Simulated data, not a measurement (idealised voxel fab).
The following process module bears the name voxel released beams.
Section cut is 175 nm wide and gridded with 5 nm square cells.
For the purposes of this document, a cross-section shall be understood as a grid of square cells, specified as bands listed in top-to-bottom order, each band consisting of one or more rows of cells. First you get the band's top height and its bottom height, in nm, and then the materials it's made of, left to right, with each width in nm. If you see a single material with "all across", that one covers the band edge to edge. "air" is empty space. Measure heights from 0. That's the level where, below it, the as-received wafer is all one material. The lowest band is bottomless and extends downward; write it as in "0 nm and below". So if you see something like "30 to 40" for the width, read it as the top row of the band sitting at the first number and the bottom row at the second, with every row in between moving by the same amount as the last. The cross-section has no changed cell in any step marked "nothing altered". This entry, "Completely sealed voids", enumerates those empty regions of no fewer than 8 cells that possess no open connection to the top. Each region is reported in the form width x height at distance, the distance being taken from the left edge, with all three quantities expressed in nm. Heads up: the bit after the settings on a step's line is the simulator's remark on that step. "overlay nm", when on a step's line for a step with a mask, measures how far to the right of its planned place the mask lay; a negative measure means to the left.

**The following list gives the planned process steps**
step 1: RECEIVE | material Si
step 2: CONFORMAL_DEP | material SiN | thk nm 5
step 3: DIRECTIONAL_DEP | material SiO2 | thk nm 15
step 4: PATTERN | tone open | mask id ANCHOR | material resist | width nm 35 | thk nm 15 | overlay nm 0
step 5: DIRECTIONAL_ETCH | etch materials SiO2 | depth nm 15
step 6: STRIP | etch materials resist
step 7: CONFORMAL_DEP | material W | thk nm 15
step 8: DIRECTIONAL_DEP | material aC | thk nm 10
step 9: PATTERN | tone cover | mask id BEAM | material resist | width nm 120 | thk nm 25 | overlay nm 0
step 10: DIRECTIONAL_ETCH | etch materials aC | depth nm 10
step 11: STRIP | etch materials resist
step 12: DIRECTIONAL_ETCH | etch materials W | depth nm 15
step 13: STRIP | etch materials aC
step 14: STRIP | etch materials SiO2

**Wafer at receipt (post step 1), cross-section**
* 0 nm and below = Si all across
* Completely sealed voids: none

**What the wafer looks like in cross-section after this module, when it starts as shown above and follows the plan above but one mistake is made in running it**
* 25 nm to 20 nm = air 25, then W 20, then air 5, then W 95, then air 30
* 20 nm to 10 nm = air 25, then W 120, then air 30
* 10 nm to 5 nm = air 30, then W 35, then air 110
* 5 nm to 0 nm = SiN all across
* 0 nm and below = Si all across
* Completely sealed voids: none
Plan not followed: note that step 3 departed from the planned setting and was carried out as DIRECTIONAL_DEP | material SiO2 | thk nm 5
